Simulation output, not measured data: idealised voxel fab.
process module | voxel transistor to metal
cross-section cut | 265 nm wide | cells 5 nm
A cross-section is a grid of square cells, given in bands from the top down. A band is one or more rows of cells.
Each band's line starts with the height of the band's top and of its bottom, in nm. Then come its materials from left to right, each with its width in nm. One material with "throughout" fills the band from edge to edge. "air" is empty space.
Height 0 is the level under which the wafer as received is all one material. The lowest band goes on downwards, as in "0 down".
A width such as "30 to 40" changes by the same amount from each row of cells to the next, from the band's top row to its bottom row.
"no change" after a step means that no cell of the cross-section changed.
closed voids: empty space of 8 cells or more with no open way to the top, each as width x height at its distance from the left edge, in nm
after a step's settings: what the simulator itself notes on the step
overlay nm, on a step with a mask: how far to the right of its planned place the mask lay; to the left if negative
plan
1 op RECEIVE | material Si
2 op CONFORMAL_DEP | material SiO2 | thk nm 5
3 op CONFORMAL_DEP | material SiN | thk nm 10
4 op PATTERN | tone cover | mask id ACTIVE | material resist | width nm 105 | pitch nm 125 | thk nm 15 | overlay nm 0
5 op DIRECTIONAL_ETCH | etch materials SiN | depth nm 10
6 op DIRECTIONAL_ETCH | etch materials SiO2 | depth nm 5
7 op DIRECTIONAL_ETCH | etch materials Si | depth nm 35
8 op STRIP | etch materials resist
9 op OXIDIZE | depth nm 5
10 op FILL_DEP | material SiO2 | thk nm 15
11 op CMP | height nm 15
12 op SELECTIVE_ETCH | etch materials SiO2 | depth nm 5
13 op STRIP | etch materials SiN
14 op SELECTIVE_ETCH | etch materials SiO2 | depth nm 5
15 op OXIDIZE | depth nm 5
16 op DIRECTIONAL_DEP | material polySi | thk nm 20
17 op DIRECTIONAL_DEP | material SiCN | thk nm 15
18 op PATTERN | tone cover | mask id GATE | material resist | width nm 25 | pitch nm 125 | thk nm 20 | overlay nm 0
19 op DIRECTIONAL_ETCH | etch materials SiCN | depth nm 25
20 op DIRECTIONAL_ETCH | etch materials polySi | depth nm 30
21 op STRIP | etch materials resist
22 op CONFORMAL_DEP | material SiO2 | thk nm 5
23 op DIRECTIONAL_ETCH | etch materials SiO2 | depth nm 5
24 op CONFORMAL_DEP | material SiN | thk nm 5
25 op DIRECTIONAL_ETCH | etch materials SiN | depth nm 5
26 op DIRECTIONAL_ETCH | etch materials SiO2 | depth nm 5
27 op DIRECTIONAL_ETCH | etch materials Si | depth nm 15
28 op EPI | material pSi | thk nm 20
29 op FILL_DEP | material SiO2 | thk nm 5
30 op CMP | height nm 35
31 op DIRECTIONAL_DEP | material SiO2 | thk nm 15
32 op MASKED_ETCH | tone open | mask id CONTACT | width nm 30 | etch materials SiO2 | depth nm 50 | overlay nm 0
33 op CONFORMAL_DEP | material TiN | thk nm 5
34 op FILL_DEP | material W | thk nm 5
35 op CMP | height nm 50
36 op CONFORMAL_DEP | material SiCN | thk nm 5
37 op DIRECTIONAL_DEP | material lowk | thk nm 20
38 op MASKED_ETCH | tone open | mask id METAL_1 | width nm 20 | etch materials lowk | depth nm 20 | overlay nm 0
39 op MASKED_ETCH | tone open | mask id METAL_1 | width nm 20 | etch materials SiCN | depth nm 5 | overlay nm 0
40 op CONFORMAL_DEP | material TiN | thk nm 5
41 op FILL_DEP | material Cu | thk nm 5
42 op CMP | height nm 75
43 op CONFORMAL_DEP | material SiCN | thk nm 5
44 op DIRECTIONAL_DEP | material lowk | thk nm 35
45 op PATTERN | tone open | mask id METAL_2_HOLES | material resist | width nm 15 | pitch nm 125 | thk nm 15 | overlay nm 0
46 op DIRECTIONAL_ETCH | etch materials lowk | depth nm 35
47 op STRIP | etch materials resist
48 op DIRECTIONAL_DEP | material aC | thk nm 10
49 op PATTERN | tone open | mask id METAL_2 | material resist | width nm 20 | pitch nm 125 | thk nm 25 | overlay nm 0
50 op DIRECTIONAL_ETCH | etch materials aC | depth nm 10
51 op STRIP | etch materials resist
52 op DIRECTIONAL_ETCH | etch materials lowk | depth nm 20
53 op DIRECTIONAL_ETCH | etch materials SiCN | depth nm 5
54 op STRIP | etch materials aC
55 op CONFORMAL_DEP | material TiN | thk nm 5
56 op FILL_DEP | material Cu | thk nm 10
57 op CMP | height nm 115
58 op CONFORMAL_DEP | material SiN | thk nm 5
first wafer, as planned
as received, after step 1
  0 down: Si throughout
  closed voids: none
after step 2
  5 to 0: SiO2 throughout
  below 0: unchanged
after step 3
  15 to 5: SiN throughout
  below 5: unchanged
after step 4
  30 to 15: air 15 | resist 105 | air 20 | resist 105 | air 20
  below 15: unchanged
after step 5
  30 to 15: air 15 | resist 105 | air 20 | resist 105 | air 20
  15 to 5: air 15 | SiN 105 | air 20 | SiN 105 | air 20
  below 5: unchanged
after step 6
  30 to 15: air 15 | resist 105 | air 20 | resist 105 | air 20
  15 to 5: air 15 | SiN 105 | air 20 | SiN 105 | air 20
  5 to 0: air 15 | SiO2 105 | air 20 | SiO2 105 | air 20
  below 0: unchanged
after step 7
  30 to 15: air 15 | resist 105 | air 20 | resist 105 | air 20
  15 to 5: air 15 | SiN 105 | air 20 | SiN 105 | air 20
  5 to 0: air 15 | SiO2 105 | air 20 | SiO2 105 | air 20
  0 to -35: air 15 | Si 105 | air 20 | Si 105 | air 20
  below -35: unchanged
after step 8
  15 to 5: air 15 | SiN 105 | air 20 | SiN 105 | air 20
  below 5: unchanged
after step 9
  15 to 5: air 15 | SiN 105 | air 20 | SiN 105 | air 20
  5 to 0: air 15 | SiO2 105 | air 20 | SiO2 105 | air 20
  0 to -35: air 15 | SiO2 5 | Si 95 | SiO2 5 | air 20 | SiO2 5 | Si 95 | SiO2 5 | air 20
  -35 to -40: SiO2 20 | Si 95 | SiO2 30 | Si 95 | SiO2 25
  below -40: unchanged
after step 10
  30 to 15: SiO2 throughout
  15 to 5: SiO2 15 | SiN 105 | SiO2 20 | SiN 105 | SiO2 20
  5 to 0: SiO2 throughout
  0 to -40: SiO2 20 | Si 95 | SiO2 30 | Si 95 | SiO2 25
  below -40: unchanged
after step 11
  15 to 5: SiO2 15 | SiN 105 | SiO2 20 | SiN 105 | SiO2 20
  below 5: unchanged
after step 12
  15 to 10: air 15 | SiN 105 | air 20 | SiN 105 | air 20
  below 10: unchanged
after step 13
  10 to 5: SiO2 15 | air 105 | SiO2 20 | air 105 | SiO2 20
  below 5: unchanged
after step 14
  5 to 0: SiO2 10 | air 115 | SiO2 10 | air 115 | SiO2 15
  below 0: unchanged
after step 15
  5 to 0: SiO2 10 | air 115 | SiO2 10 | air 115 | SiO2 15
  0 to -5: SiO2 throughout
  below -5: unchanged
after step 16
  25 to 20: polySi 10 | air 115 | polySi 10 | air 115 | polySi 15
  20 to 5: polySi throughout
  5 to 0: SiO2 10 | polySi 115 | SiO2 10 | polySi 115 | SiO2 15
  below 0: unchanged
after step 17
  40 to 35: SiCN 10 | air 115 | SiCN 10 | air 115 | SiCN 15
  35 to 25: SiCN throughout
  25 to 20: polySi 10 | SiCN 115 | polySi 10 | SiCN 115 | polySi 15
  below 20: unchanged
after step 18
  60 to 40: air 55 | resist 25 | air 100 | resist 25 | air 60
  40 to 35: SiCN 10 | air 45 | resist 25 | air 45 | SiCN 10 | air 45 | resist 25 | air 45 | SiCN 15
  below 35: unchanged
after step 19
  60 to 35: air 55 | resist 25 | air 100 | resist 25 | air 60
  35 to 25: air 55 | SiCN 25 | air 100 | SiCN 25 | air 60
  25 to 20: polySi 10 | air 45 | SiCN 25 | air 45 | polySi 10 | air 45 | SiCN 25 | air 45 | polySi 15
  below 20: unchanged
after step 20
  60 to 35: air 55 | resist 25 | air 100 | resist 25 | air 60
  35 to 20: air 55 | SiCN 25 | air 100 | SiCN 25 | air 60
  20 to 5: air 55 | polySi 25 | air 100 | polySi 25 | air 60
  5 to 0: SiO2 10 | air 45 | polySi 25 | air 45 | SiO2 10 | air 45 | polySi 25 | air 45 | SiO2 15
  below 0: unchanged
after step 21
  35 to 20: air 55 | SiCN 25 | air 100 | SiCN 25 | air 60
  below 20: unchanged
after step 22
  40 to 35: air 50 | SiO2 35 | air 90 | SiO2 35 | air 55
  35 to 20: air 50 | SiO2 5 | SiCN 25 | SiO2 5 | air 90 | SiO2 5 | SiCN 25 | SiO2 5 | air 55
  20 to 10: air 50 | SiO2 5 | polySi 25 | SiO2 5 | air 90 | SiO2 5 | polySi 25 | SiO2 5 | air 55
  10 to 5: SiO2 15 | air 35 | SiO2 5 | polySi 25 | SiO2 5 | air 35 | SiO2 20 | air 35 | SiO2 5 | polySi 25 | SiO2 5 | air 35 | SiO2 20
  5 to 0: SiO2 55 | polySi 25 | SiO2 100 | polySi 25 | SiO2 60
  below 0: unchanged
after step 23
  35 to 20: air 50 | SiO2 5 | SiCN 25 | SiO2 5 | air 90 | SiO2 5 | SiCN 25 | SiO2 5 | air 55
  20 to 5: air 50 | SiO2 5 | polySi 25 | SiO2 5 | air 90 | SiO2 5 | polySi 25 | SiO2 5 | air 55
  5 to 0: SiO2 15 | air 35 | SiO2 5 | polySi 25 | SiO2 5 | air 35 | SiO2 20 | air 35 | SiO2 5 | polySi 25 | SiO2 5 | air 35 | SiO2 20
  below 0: unchanged
after step 24
  40 to 35: air 45 | SiN 45 | air 80 | SiN 45 | air 50
  35 to 20: air 45 | SiN 5 | SiO2 5 | SiCN 25 | SiO2 5 | SiN 5 | air 80 | SiN 5 | SiO2 5 | SiCN 25 | SiO2 5 | SiN 5 | air 50
  20 to 10: air 45 | SiN 5 | SiO2 5 | polySi 25 | SiO2 5 | SiN 5 | air 80 | SiN 5 | SiO2 5 | polySi 25 | SiO2 5 | SiN 5 | air 50
  10 to 5: SiN 20 | air 25 | SiN 5 | SiO2 5 | polySi 25 | SiO2 5 | SiN 5 | air 25 | SiN 30 | air 25 | SiN 5 | SiO2 5 | polySi 25 | SiO2 5 | SiN 5 | air 25 | SiN 25
  5 to 0: SiO2 15 | SiN 35 | SiO2 5 | polySi 25 | SiO2 5 | SiN 35 | SiO2 20 | SiN 35 | SiO2 5 | polySi 25 | SiO2 5 | SiN 35 | SiO2 20
  below 0: unchanged
after step 25
  35 to 20: air 45 | SiN 5 | SiO2 5 | SiCN 25 | SiO2 5 | SiN 5 | air 80 | SiN 5 | SiO2 5 | SiCN 25 | SiO2 5 | SiN 5 | air 50
  20 to 5: air 45 | SiN 5 | SiO2 5 | polySi 25 | SiO2 5 | SiN 5 | air 80 | SiN 5 | SiO2 5 | polySi 25 | SiO2 5 | SiN 5 | air 50
  5 to 0: SiO2 15 | SiN 5 | air 25 | SiN 5 | SiO2 5 | polySi 25 | SiO2 5 | SiN 5 | air 25 | SiN 5 | SiO2 20 | SiN 5 | air 25 | SiN 5 | SiO2 5 | polySi 25 | SiO2 5 | SiN 5 | air 25 | SiN 5 | SiO2 20
  below 0: unchanged
after step 26
  35 to 30: air 45 | SiN 5 | air 5 | SiCN 25 | air 5 | SiN 5 | air 80 | SiN 5 | air 5 | SiCN 25 | air 5 | SiN 5 | air 50
  30 to 20: air 45 | SiN 5 | SiO2 5 | SiCN 25 | SiO2 5 | SiN 5 | air 80 | SiN 5 | SiO2 5 | SiCN 25 | SiO2 5 | SiN 5 | air 50
  20 to 5: air 45 | SiN 5 | SiO2 5 | polySi 25 | SiO2 5 | SiN 5 | air 80 | SiN 5 | SiO2 5 | polySi 25 | SiO2 5 | SiN 5 | air 50
  5 to 0: air 15 | SiN 5 | air 25 | SiN 5 | SiO2 5 | polySi 25 | SiO2 5 | SiN 5 | air 25 | SiN 5 | air 20 | SiN 5 | air 25 | SiN 5 | SiO2 5 | polySi 25 | SiO2 5 | SiN 5 | air 25 | SiN 5 | air 20
  0 to -5: SiO2 20 | air 25 | SiO2 45 | air 25 | SiO2 30 | air 25 | SiO2 45 | air 25 | SiO2 25
  below -5: unchanged
after step 27
  35 to 30: air 45 | SiN 5 | air 5 | SiCN 25 | air 5 | SiN 5 | air 80 | SiN 5 | air 5 | SiCN 25 | air 5 | SiN 5 | air 50
  30 to 20: air 45 | SiN 5 | SiO2 5 | SiCN 25 | SiO2 5 | SiN 5 | air 80 | SiN 5 | SiO2 5 | SiCN 25 | SiO2 5 | SiN 5 | air 50
  20 to 5: air 45 | SiN 5 | SiO2 5 | polySi 25 | SiO2 5 | SiN 5 | air 80 | SiN 5 | SiO2 5 | polySi 25 | SiO2 5 | SiN 5 | air 50
  5 to 0: air 15 | SiN 5 | air 25 | SiN 5 | SiO2 5 | polySi 25 | SiO2 5 | SiN 5 | air 25 | SiN 5 | air 20 | SiN 5 | air 25 | SiN 5 | SiO2 5 | polySi 25 | SiO2 5 | SiN 5 | air 25 | SiN 5 | air 20
  0 to -5: SiO2 20 | air 25 | SiO2 45 | air 25 | SiO2 30 | air 25 | SiO2 45 | air 25 | SiO2 25
  -5 to -20: SiO2 20 | air 25 | Si 45 | air 25 | SiO2 30 | air 25 | Si 45 | air 25 | SiO2 25
  below -20: unchanged
after step 28
  35 to 30: air 45 | SiN 5 | air 5 | SiCN 25 | air 5 | SiN 5 | air 80 | SiN 5 | air 5 | SiCN 25 | air 5 | SiN 5 | air 50
  30 to 20: air 45 | SiN 5 | SiO2 5 | SiCN 25 | SiO2 5 | SiN 5 | air 80 | SiN 5 | SiO2 5 | SiCN 25 | SiO2 5 | SiN 5 | air 50
  20 to 15: air 45 | SiN 5 | SiO2 5 | polySi 25 | SiO2 5 | SiN 5 | air 80 | SiN 5 | SiO2 5 | polySi 25 | SiO2 5 | SiN 5 | air 50
  15 to 5: air 25 | pSi 20 | SiN 5 | SiO2 5 | polySi 25 | SiO2 5 | SiN 5 | pSi 20 | air 40 | pSi 20 | SiN 5 | SiO2 5 | polySi 25 | SiO2 5 | SiN 5 | pSi 20 | air 30
  5 to 0: air 15 | SiN 5 | air 5 | pSi 20 | SiN 5 | SiO2 5 | polySi 25 | SiO2 5 | SiN 5 | pSi 20 | air 5 | SiN 5 | air 20 | SiN 5 | air 5 | pSi 20 | SiN 5 | SiO2 5 | polySi 25 | SiO2 5 | SiN 5 | pSi 20 | air 5 | SiN 5 | air 20
  0 to -5: SiO2 20 | pSi 25 | SiO2 45 | pSi 25 | SiO2 30 | pSi 25 | SiO2 45 | pSi 25 | SiO2 25
  -5 to -20: SiO2 20 | pSi 25 | Si 45 | pSi 25 | SiO2 30 | pSi 25 | Si 45 | pSi 25 | SiO2 25
  below -20: unchanged
after step 29
  40 to 35: SiO2 throughout
  35 to 20: SiO2 45 | SiN 5 | SiO2 5 | SiCN 25 | SiO2 5 | SiN 5 | SiO2 80 | SiN 5 | SiO2 5 | SiCN 25 | SiO2 5 | SiN 5 | SiO2 50
  20 to 15: SiO2 45 | SiN 5 | SiO2 5 | polySi 25 | SiO2 5 | SiN 5 | SiO2 80 | SiN 5 | SiO2 5 | polySi 25 | SiO2 5 | SiN 5 | SiO2 50
  15 to 5: SiO2 25 | pSi 20 | SiN 5 | SiO2 5 | polySi 25 | SiO2 5 | SiN 5 | pSi 20 | SiO2 40 | pSi 20 | SiN 5 | SiO2 5 | polySi 25 | SiO2 5 | SiN 5 | pSi 20 | SiO2 30
  5 to 0: SiO2 15 | SiN 5 | SiO2 5 | pSi 20 | SiN 5 | SiO2 5 | polySi 25 | SiO2 5 | SiN 5 | pSi 20 | SiO2 5 | SiN 5 | SiO2 20 | SiN 5 | SiO2 5 | pSi 20 | SiN 5 | SiO2 5 | polySi 25 | SiO2 5 | SiN 5 | pSi 20 | SiO2 5 | SiN 5 | SiO2 20
  below 0: unchanged
after step 30
  35 to 20: SiO2 45 | SiN 5 | SiO2 5 | SiCN 25 | SiO2 5 | SiN 5 | SiO2 80 | SiN 5 | SiO2 5 | SiCN 25 | SiO2 5 | SiN 5 | SiO2 50
  below 20: unchanged
after step 31
  50 to 35: SiO2 throughout
  below 35: unchanged
after step 32
  50 to 35: SiO2 20 | air 30 | SiO2 35 | air 30 | SiO2 30 | air 30 | SiO2 35 | air 30 | SiO2 25
  35 to 20: SiO2 20 | air 25 | SiN 5 | SiO2 5 | SiCN 25 | SiO2 5 | SiN 5 | air 25 | SiO2 30 | air 25 | SiN 5 | SiO2 5 | SiCN 25 | SiO2 5 | SiN 5 | air 25 | SiO2 25
  20 to 15: SiO2 20 | air 25 | SiN 5 | SiO2 5 | polySi 25 | SiO2 5 | SiN 5 | air 25 | SiO2 30 | air 25 | SiN 5 | SiO2 5 | polySi 25 | SiO2 5 | SiN 5 | air 25 | SiO2 25
  15 to 5: SiO2 20 | air 5 | pSi 20 | SiN 5 | SiO2 5 | polySi 25 | SiO2 5 | SiN 5 | pSi 20 | air 5 | SiO2 30 | air 5 | pSi 20 | SiN 5 | SiO2 5 | polySi 25 | SiO2 5 | SiN 5 | pSi 20 | air 5 | SiO2 25
  5 to 0: SiO2 15 | SiN 5 | air 5 | pSi 20 | SiN 5 | SiO2 5 | polySi 25 | SiO2 5 | SiN 5 | pSi 20 | air 5 | SiN 5 | SiO2 20 | SiN 5 | air 5 | pSi 20 | SiN 5 | SiO2 5 | polySi 25 | SiO2 5 | SiN 5 | pSi 20 | air 5 | SiN 5 | SiO2 20
  below 0: unchanged
after step 33
  55 to 50: TiN 25 | air 20 | TiN 45 | air 20 | TiN 40 | air 20 | TiN 45 | air 20 | TiN 30
  50 to 40: SiO2 20 | TiN 5 | air 20 | TiN 5 | SiO2 35 | TiN 5 | air 20 | TiN 5 | SiO2 30 | TiN 5 | air 20 | TiN 5 | SiO2 35 | TiN 5 | air 20 | TiN 5 | SiO2 25
  40 to 35: SiO2 20 | TiN 5 | air 15 | TiN 10 | SiO2 35 | TiN 10 | air 15 | TiN 5 | SiO2 30 | TiN 5 | air 15 | TiN 10 | SiO2 35 | TiN 10 | air 15 | TiN 5 | SiO2 25
  35 to 20: SiO2 20 | TiN 5 | air 15 | TiN 5 | SiN 5 | SiO2 5 | SiCN 25 | SiO2 5 | SiN 5 | TiN 5 | air 15 | TiN 5 | SiO2 30 | TiN 5 | air 15 | TiN 5 | SiN 5 | SiO2 5 | SiCN 25 | SiO2 5 | SiN 5 | TiN 5 | air 15 | TiN 5 | SiO2 25
  20 to 15: SiO2 20 | TiN 25 | SiN 5 | SiO2 5 | polySi 25 | SiO2 5 | SiN 5 | TiN 25 | SiO2 30 | TiN 25 | SiN 5 | SiO2 5 | polySi 25 | SiO2 5 | SiN 5 | TiN 25 | SiO2 25
  15 to 5: SiO2 20 | TiN 5 | pSi 20 | SiN 5 | SiO2 5 | polySi 25 | SiO2 5 | SiN 5 | pSi 20 | TiN 5 | SiO2 30 | TiN 5 | pSi 20 | SiN 5 | SiO2 5 | polySi 25 | SiO2 5 | SiN 5 | pSi 20 | TiN 5 | SiO2 25
  5 to 0: SiO2 15 | SiN 5 | TiN 5 | pSi 20 | SiN 5 | SiO2 5 | polySi 25 | SiO2 5 | SiN 5 | pSi 20 | TiN 5 | SiN 5 | SiO2 20 | SiN 5 | TiN 5 | pSi 20 | SiN 5 | SiO2 5 | polySi 25 | SiO2 5 | SiN 5 | pSi 20 | TiN 5 | SiN 5 | SiO2 20
  below 0: unchanged
after step 34
  60 to 55: W throughout
  55 to 50: TiN 25 | W 20 | TiN 45 | W 20 | TiN 40 | W 20 | TiN 45 | W 20 | TiN 30
  50 to 40: SiO2 20 | TiN 5 | W 20 | TiN 5 | SiO2 35 | TiN 5 | W 20 | TiN 5 | SiO2 30 | TiN 5 | W 20 | TiN 5 | SiO2 35 | TiN 5 | W 20 | TiN 5 | SiO2 25
  40 to 35: SiO2 20 | TiN 5 | W 15 | TiN 10 | SiO2 35 | TiN 10 | W 15 | TiN 5 | SiO2 30 | TiN 5 | W 15 | TiN 10 | SiO2 35 | TiN 10 | W 15 | TiN 5 | SiO2 25
  35 to 20: SiO2 20 | TiN 5 | W 15 | TiN 5 | SiN 5 | SiO2 5 | SiCN 25 | SiO2 5 | SiN 5 | TiN 5 | W 15 | TiN 5 | SiO2 30 | TiN 5 | W 15 | TiN 5 | SiN 5 | SiO2 5 | SiCN 25 | SiO2 5 | SiN 5 | TiN 5 | W 15 | TiN 5 | SiO2 25
  below 20: unchanged
after step 35
  50 to 40: SiO2 20 | TiN 5 | W 20 | TiN 5 | SiO2 35 | TiN 5 | W 20 | TiN 5 | SiO2 30 | TiN 5 | W 20 | TiN 5 | SiO2 35 | TiN 5 | W 20 | TiN 5 | SiO2 25
  below 40: unchanged
after step 36
  55 to 50: SiCN throughout
  below 50: unchanged
after step 37
  75 to 55: lowk throughout
  below 55: unchanged
after step 38
  75 to 55: lowk 20 | air 20 | lowk 55 | air 20 | lowk 30 | air 20 | lowk 55 | air 20 | lowk 25
  below 55: unchanged
after step 39
  75 to 55: lowk 20 | air 20 | lowk 55 | air 20 | lowk 30 | air 20 | lowk 55 | air 20 | lowk 25
  55 to 50: SiCN 20 | air 20 | SiCN 55 | air 20 | SiCN 30 | air 20 | SiCN 55 | air 20 | SiCN 25
  below 50: unchanged
after step 40
  80 to 75: TiN 25 | air 10 | TiN 65 | air 10 | TiN 40 | air 10 | TiN 65 | air 10 | TiN 30
  75 to 55: lowk 20 | TiN 5 | air 10 | TiN 5 | lowk 55 | TiN 5 | air 10 | TiN 5 | lowk 30 | TiN 5 | air 10 | TiN 5 | lowk 55 | TiN 5 | air 10 | TiN 5 | lowk 25
  55 to 50: SiCN 20 | TiN 20 | SiCN 55 | TiN 20 | SiCN 30 | TiN 20 | SiCN 55 | TiN 20 | SiCN 25
  below 50: unchanged
after step 41
  85 to 80: Cu throughout
  80 to 75: TiN 25 | Cu 10 | TiN 65 | Cu 10 | TiN 40 | Cu 10 | TiN 65 | Cu 10 | TiN 30
  75 to 55: lowk 20 | TiN 5 | Cu 10 | TiN 5 | lowk 55 | TiN 5 | Cu 10 | TiN 5 | lowk 30 | TiN 5 | Cu 10 | TiN 5 | lowk 55 | TiN 5 | Cu 10 | TiN 5 | lowk 25
  below 55: unchanged
after step 42
  75 to 55: lowk 20 | TiN 5 | Cu 10 | TiN 5 | lowk 55 | TiN 5 | Cu 10 | TiN 5 | lowk 30 | TiN 5 | Cu 10 | TiN 5 | lowk 55 | TiN 5 | Cu 10 | TiN 5 | lowk 25
  below 55: unchanged
after step 43
  80 to 75: SiCN throughout
  below 75: unchanged
after step 44
  115 to 80: lowk throughout
  below 80: unchanged
after step 45
  130 to 115: resist 20 | air 15 | resist 110 | air 15 | resist 105
  below 115: unchanged
after step 46
  130 to 115: resist 20 | air 15 | resist 110 | air 15 | resist 105
  115 to 80: lowk 20 | air 15 | lowk 110 | air 15 | lowk 105
  below 80: unchanged
after step 47
  115 to 80: lowk 20 | air 15 | lowk 110 | air 15 | lowk 105
  below 80: unchanged
after step 48
  125 to 115: aC 20 | air 15 | aC 110 | air 15 | aC 105
  115 to 90: lowk 20 | air 15 | lowk 110 | air 15 | lowk 105
  90 to 80: lowk 20 | aC 15 | lowk 110 | aC 15 | lowk 105
  below 80: unchanged
after step 49
  150 to 125: resist 20 | air 20 | resist 105 | air 20 | resist 100
  below 125: unchanged
after step 50
  140 to 125: resist 20 | air 20 | resist 105 | air 20 | resist 100
  125 to 115: aC 20 | air 20 | aC 105 | air 20 | aC 100
  115 to 80: lowk 20 | air 15 | lowk 110 | air 15 | lowk 105
  below 80: unchanged
after step 51
  125 to 115: aC 20 | air 20 | aC 105 | air 20 | aC 100
  below 115: unchanged
after step 52
  125 to 115: aC 20 | air 20 | aC 105 | air 20 | aC 100
  115 to 95: lowk 20 | air 20 | lowk 105 | air 20 | lowk 100
  below 95: unchanged
after step 53
  125 to 115: aC 20 | air 20 | aC 105 | air 20 | aC 100
  115 to 95: lowk 20 | air 20 | lowk 105 | air 20 | lowk 100
  95 to 80: lowk 20 | air 15 | lowk 110 | air 15 | lowk 105
  80 to 75: SiCN 20 | air 15 | SiCN 110 | air 15 | SiCN 105
  below 75: unchanged
after step 54
  115 to 95: lowk 20 | air 20 | lowk 105 | air 20 | lowk 100
  below 95: unchanged
after step 55
  120 to 115: TiN 25 | air 10 | TiN 115 | air 10 | TiN 105
  115 to 100: lowk 20 | TiN 5 | air 10 | TiN 5 | lowk 105 | TiN 5 | air 10 | TiN 5 | lowk 100
  100 to 95: lowk 20 | TiN 5 | air 5 | TiN 10 | lowk 105 | TiN 5 | air 5 | TiN 10 | lowk 100
  95 to 80: lowk 20 | TiN 5 | air 5 | TiN 5 | lowk 110 | TiN 5 | air 5 | TiN 5 | lowk 105
  80 to 75: SiCN 20 | TiN 15 | SiCN 110 | TiN 15 | SiCN 105
  below 75: unchanged
after step 56
  130 to 120: Cu throughout
  120 to 115: TiN 25 | Cu 10 | TiN 115 | Cu 10 | TiN 105
  115 to 100: lowk 20 | TiN 5 | Cu 10 | TiN 5 | lowk 105 | TiN 5 | Cu 10 | TiN 5 | lowk 100
  100 to 95: lowk 20 | TiN 5 | Cu 5 | TiN 10 | lowk 105 | TiN 5 | Cu 5 | TiN 10 | lowk 100
  95 to 80: lowk 20 | TiN 5 | Cu 5 | TiN 5 | lowk 110 | TiN 5 | Cu 5 | TiN 5 | lowk 105
  below 80: unchanged
after step 57
  115 to 100: lowk 20 | TiN 5 | Cu 10 | TiN 5 | lowk 105 | TiN 5 | Cu 10 | TiN 5 | lowk 100
  below 100: unchanged
after step 58
  120 to 115: SiN throughout
  below 115: unchanged
second wafer: like start, like plan, one mistake. Through step 44 it matches the first wafer
when step 45 should have ended
  130 to 115: resist 25 | air 15 | resist 110 | air 15 | resist 100
  below 115: unchanged
when step 46 should have ended
  130 to 115: resist 25 | air 15 | resist 110 | air 15 | resist 100
  115 to 80: lowk 25 | air 15 | lowk 110 | air 15 | lowk 100
  below 80: unchanged
when step 47 should have ended
  115 to 80: lowk 25 | air 15 | lowk 110 | air 15 | lowk 100
  below 80: unchanged
when step 48 should have ended
  125 to 115: aC 25 | air 15 | aC 110 | air 15 | aC 100
  115 to 90: lowk 25 | air 15 | lowk 110 | air 15 | lowk 100
  90 to 80: lowk 25 | aC 15 | lowk 110 | aC 15 | lowk 100
  below 80: unchanged
when step 49 should have ended
  150 to 125: resist 20 | air 20 | resist 105 | air 20 | resist 100
  below 125: unchanged
when step 50 should have ended
  140 to 125: resist 20 | air 20 | resist 105 | air 20 | resist 100
  125 to 115: aC 20 | air 20 | aC 105 | air 20 | aC 100
  115 to 80: lowk 25 | air 15 | lowk 110 | air 15 | lowk 100
  below 80: unchanged
when step 51 should have ended
  125 to 115: aC 20 | air 20 | aC 105 | air 20 | aC 100
  below 115: unchanged
when step 52 should have ended
  125 to 115: aC 20 | air 20 | aC 105 | air 20 | aC 100
  115 to 95: lowk 20 | air 20 | lowk 105 | air 20 | lowk 100
  below 95: unchanged
when step 53 should have ended
  125 to 115: aC 20 | air 20 | aC 105 | air 20 | aC 100
  115 to 95: lowk 20 | air 20 | lowk 105 | air 20 | lowk 100
  95 to 80: lowk 25 | air 15 | lowk 110 | air 15 | lowk 100
  80 to 75: SiCN 25 | air 15 | SiCN 110 | air 15 | SiCN 100
  below 75: unchanged
when step 54 should have ended
  115 to 95: lowk 20 | air 20 | lowk 105 | air 20 | lowk 100
  below 95: unchanged
when step 55 should have ended
  120 to 115: TiN 25 | air 10 | TiN 115 | air 10 | TiN 105
  115 to 100: lowk 20 | TiN 5 | air 10 | TiN 5 | lowk 105 | TiN 5 | air 10 | TiN 5 | lowk 100
  100 to 95: lowk 20 | TiN 10 | air 5 | TiN 5 | lowk 105 | TiN 10 | air 5 | TiN 5 | lowk 100
  95 to 80: lowk 25 | TiN 5 | air 5 | TiN 5 | lowk 110 | TiN 5 | air 5 | TiN 5 | lowk 100
  80 to 75: SiCN 25 | TiN 15 | SiCN 110 | TiN 15 | SiCN 100
  below 75: unchanged
when step 56 should have ended
  130 to 120: Cu throughout
  120 to 115: TiN 25 | Cu 10 | TiN 115 | Cu 10 | TiN 105
  115 to 100: lowk 20 | TiN 5 | Cu 10 | TiN 5 | lowk 105 | TiN 5 | Cu 10 | TiN 5 | lowk 100
  100 to 95: lowk 20 | TiN 10 | Cu 5 | TiN 5 | lowk 105 | TiN 10 | Cu 5 | TiN 5 | lowk 100
  95 to 80: lowk 25 | TiN 5 | Cu 5 | TiN 5 | lowk 110 | TiN 5 | Cu 5 | TiN 5 | lowk 100
  below 80: unchanged
when step 57 should have ended
  115 to 100: lowk 20 | TiN 5 | Cu 10 | TiN 5 | lowk 105 | TiN 5 | Cu 10 | TiN 5 | lowk 100
  below 100: unchanged
when step 58 should have ended
  120 to 115: SiN throughout
  below 115: unchanged
what went wrong: step 45 ran as: op PATTERN | tone open | mask id METAL_2_HOLES | material resist | width nm 15 | pitch nm 125 | thk nm 15 | overlay nm 5
at the end the second wafer has, in cells: as many of each material as the first, in other places
